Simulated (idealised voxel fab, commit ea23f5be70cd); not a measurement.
This section sets out a process module, namely voxel self aligned contacts.
Xsec cut, 255 nm wide, square cell size 5 nm.
In what follows, cross-sections appear as grids of square cells, described through bands that run from the top down, where every band is one or more rows of cells.
Heads up on the band format: heights come first, top then bottom, in nm. After that it's the materials left to right, each with its width in nm. A single material flagged "full width" fills the whole band edge to edge, and "air" means there's empty space there.
Heads up on the height convention: 0 is the point under which the incoming wafer is all one material, and the lowest band has no bottom, it just keeps going down, like "0 -> down".
Width: "30->40" (first number = top row, second number = bottom row, same change from row to row of cells).
You'll sometimes find "changes: none" written for a step, and that's the way of saying that nowhere in the cross-section did a cell change during that step.
Basically, "Fully sealed cavities" tells you about the enclosed voids: empty spaces with no open way to the top, 8 cells or bigger, each written width x height at distance, where distance is from the left edge, all in nm.
The remark found on a step's line after its settings is issued by the simulator itself and pertains to that step.
The setting "overlay nm" may be written on the line of a step. When the step uses a mask, the value reports how far to the right of the planned place the mask lay, and a negative value reports that it lay to the left.

Set out below are the planned steps of the process
1,RECEIVE,material Si
2,CONFORMAL_DEP,material SiO2,thk nm 5
3,DIRECTIONAL_DEP,material polySi,thk nm 25
4,DIRECTIONAL_DEP,material SiN,thk nm 25
5,PATTERN,tone cover,mask id GATE,material resist,width nm 35,pitch nm 75,thk nm 15,overlay nm 0
6,DIRECTIONAL_ETCH,etch materials SiN,depth nm 25
7,DIRECTIONAL_ETCH,etch materials polySi,depth nm 25
8,STRIP,etch materials resist
9,CONFORMAL_DEP,material SiN,thk nm 10
10,DIRECTIONAL_ETCH,etch materials SiN,depth nm 10
11,FILL_DEP,material SiO2,thk nm 15
12,CMP,height nm 65
13,MASKED_ETCH,tone open,mask id CONTACT,width nm 50,pitch nm 75,etch materials SiO2,depth nm 65,overlay nm 0
14,CONFORMAL_DEP,material TiN,thk nm 5
15,FILL_DEP,material Ru,thk nm 10
16,CMP,height nm 65
17,CONFORMAL_DEP,material SiN,thk nm 5

Received-state cross-section, reflecting completion of step 1
    0 -> down  Si full width
    Fully sealed cavities: none

Look at the cross-section after the module: the wafer started out the way shown above and the plan was the one shown above, yet one mistake was made along the way
    85 -> 80  SiN full width
    80 -> 70  Ru full width
    70 -> 65  TiN: 70 / Ru: 40 / TiN: 35 / Ru: 40 / TiN: 70
    65 -> 55  SiO2: 65 / TiN: 5->20 / Ru: 40->10 / TiN: 5->20 / SiO2: 25 / TiN: 5->20 / Ru: 40->10 / TiN: 5->20 / SiO2: 65
    55 -> 30  SiO2: 25 / SiN: 55 / TiN: 5 / Ru: 10 / TiN: 5 / SiN: 55 / TiN: 5 / Ru: 10 / TiN: 5 / SiN: 55 / SiO2: 25
    30 -> 5  SiO2: 25 / SiN: 10 / polySi: 35 / SiN: 10 / TiN: 5 / Ru: 10 / TiN: 5 / SiN: 10 / polySi: 35 / SiN: 10 / TiN: 5 / Ru: 10 / TiN: 5 / SiN: 10 / polySi: 35 / SiN: 10 / SiO2: 25
    5 -> 0  SiO2: 80 / TiN: 20 / SiO2: 55 / TiN: 20 / SiO2: 80
    0 -> down  Si full width
    Fully sealed cavities: none
Deviation from plan: plan step 16 was not performed, having been skipped
